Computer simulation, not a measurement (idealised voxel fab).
This section sets out a process module, namely voxel trench capacitor.
Section cut is 190 nm wide and gridded with 5 nm square cells.
Format of a cross-section: grid, square cells. Given as bands. Order: top down. Band: one or more rows of cells.
Top, bottom (nm), then materials left to right with widths (nm); lone material tagged "edge to edge" fills the whole band edge to edge; "air" = empty space.
Heights are measured from 0, the level below which the as-received wafer is all one material; the lowest band has no bottom and continues downward, written as in "top 0, no bottom".
A two-number width, for instance "30 to 40", indicates that the width is equal to the first number in the top row of the band and to the second number in the bottom row, and that it changes by a constant amount per row of cells.
Where the words "everything unchanged" appear for a step, the cross-section shows no cell changed by that step; every cell remained as before.
"Enclosed void list" specifies each empty space that is not open to the top and that occupies no fewer than 8 cells, using the form width x height at distance, the distance measured from the left edge and all three quantities in nm.
Whatever follows a step's settings on its line is a remark the simulator itself makes about that step.
overlay nm: right-of-plan distance of the mask on a masked step; negative values mean left-of-plan.
THE PLANNED PROCESS STEPS ARE ENUMERATED HEREUNDER
1,RECEIVE | material Si
2,CONFORMAL_DEP | material SiN | thk nm 5
3,DIRECTIONAL_DEP | material aC | thk nm 15
4,PATTERN | tone open | mask id TRENCH | material resist | width nm 25 | pitch nm 40 | thk nm 35 | overlay nm 0
5,DIRECTIONAL_ETCH | etch materials aC | depth nm 15
6,STRIP | etch materials resist
7,DIRECTIONAL_ETCH | etch materials SiN | depth nm 5
8,DIRECTIONAL_ETCH | etch materials Si | depth nm 30
9,STRIP | etch materials aC
10,CONFORMAL_DEP | material HfO2 | thk nm 5
11,CONFORMAL_DEP | material TiN | thk nm 5
12,FILL_DEP | material W | thk nm 10
13,CMP | height nm 5
FIRST WAFER OUT OF TWO, PROCESSED AS PLANNED
SHOWN IN CROSS-SECTION IS THE WAFER AS RECEIVED, THAT IS, AS IT STANDS AFTER STEP 1
  top 0, no bottom  Si edge to edge
  Enclosed void list: none
CROSS-SECTION OF THE WAFER AFTER STEP 2
  top 5, bottom 0  SiN edge to edge
  Everything under 0 stays put, no change at all.
CROSS-SECTION OF THE WAFER AFTER STEP 3
  top 20, bottom 5  aC edge to edge
  Everything under 5 stays put, no change at all.
CROSS-SECTION OF THE WAFER AFTER STEP 4
  top 55, bottom 20  resist=60  air=25  resist=15  air=25  resist=65
  Everything under 20 stays put, no change at all.
CROSS-SECTION OF THE WAFER AFTER STEP 5
  top 40, bottom 20  resist=60  air=25  resist=15  air=25  resist=65
  top 20, bottom 5  aC=60  air=25  aC=15  air=25  aC=65
  Everything under 5 stays put, no change at all.
CROSS-SECTION OF THE WAFER AFTER STEP 6
  top 20, bottom 5  aC=60  air=25  aC=15  air=25  aC=65
  Everything under 5 stays put, no change at all.
CROSS-SECTION OF THE WAFER AFTER STEP 7
  top 20, bottom 5  aC=60  air=25  aC=15  air=25  aC=65
  top 5, bottom 0  SiN=60  air=25  SiN=15  air=25  SiN=65
  Everything under 0 stays put, no change at all.
CROSS-SECTION OF THE WAFER AFTER STEP 8
  top 20, bottom 5  aC=60  air=25  aC=15  air=25  aC=65
  top 5, bottom 0  SiN=60  air=25  SiN=15  air=25  SiN=65
  top 0, bottom -30  Si=60  air=25  Si=15  air=25  Si=65
  Everything under -30 stays put, no change at all.
CROSS-SECTION OF THE WAFER AFTER STEP 9
  top 5, bottom 0  SiN=60  air=25  SiN=15  air=25  SiN=65
  Everything under 0 stays put, no change at all.
CROSS-SECTION OF THE WAFER AFTER STEP 10
  top 10, bottom 5  HfO2=65  air=15  HfO2=25  air=15  HfO2=70
  top 5, bottom 0  SiN=60  HfO2=5  air=15  HfO2=5  SiN=15  HfO2=5  air=15  HfO2=5  SiN=65
  top 0, bottom -25  Si=60  HfO2=5  air=15  HfO2=5  Si=15  HfO2=5  air=15  HfO2=5  Si=65
  top -25, bottom -30  Si=60  HfO2=25  Si=15  HfO2=25  Si=65
  Everything under -30 stays put, no change at all.
CROSS-SECTION OF THE WAFER AFTER STEP 11
  top 15, bottom 10  TiN=70  air=5  TiN=35  air=5  TiN=75
  top 10, bottom 5  HfO2=65  TiN=5  air=5  TiN=5  HfO2=25  TiN=5  air=5  TiN=5  HfO2=70
  top 5, bottom 0  SiN=60  HfO2=5  TiN=5  air=5  TiN=5  HfO2=5  SiN=15  HfO2=5  TiN=5  air=5  TiN=5  HfO2=5  SiN=65
  top 0, bottom -20  Si=60  HfO2=5  TiN=5  air=5  TiN=5  HfO2=5  Si=15  HfO2=5  TiN=5  air=5  TiN=5  HfO2=5  Si=65
  top -20, bottom -25  Si=60  HfO2=5  TiN=15  HfO2=5  Si=15  HfO2=5  TiN=15  HfO2=5  Si=65
  Everything under -25 stays put, no change at all.
CROSS-SECTION OF THE WAFER AFTER STEP 12
  top 25, bottom 15  W edge to edge
  top 15, bottom 10  TiN=70  W=5  TiN=35  W=5  TiN=75
  top 10, bottom 5  HfO2=65  TiN=5  W=5  TiN=5  HfO2=25  TiN=5  W=5  TiN=5  HfO2=70
  top 5, bottom 0  SiN=60  HfO2=5  TiN=5  W=5  TiN=5  HfO2=5  SiN=15  HfO2=5  TiN=5  W=5  TiN=5  HfO2=5  SiN=65
  top 0, bottom -20  Si=60  HfO2=5  TiN=5  W=5  TiN=5  HfO2=5  Si=15  HfO2=5  TiN=5  W=5  TiN=5  HfO2=5  Si=65
  Everything under -20 stays put, no change at all.
CROSS-SECTION OF THE WAFER AFTER STEP 13
  top 5, bottom 0  SiN=60  HfO2=5  TiN=5  W=5  TiN=5  HfO2=5  SiN=15  HfO2=5  TiN=5  W=5  TiN=5  HfO2=5  SiN=65
  Everything under 0 stays put, no change at all.
FOR THE SECOND WAFER, TAKE THE FIRST WAFER'S START AND PLAN, THEN ADD ONE MISTAKE MADE IN RUNNING IT; EVERYTHING THROUGH STEP 12, THAT STEP INCLUDED, IS SHARED WITH THE FIRST
when step 13 should have ended: everything unchanged
The plan and the run diverged here: it should be noted that step 13 of the plan was omitted and was not performed
End of process, cell counts, second wafer against first, materials with more or fewer: HfO2 +32, TiN +40, W +80
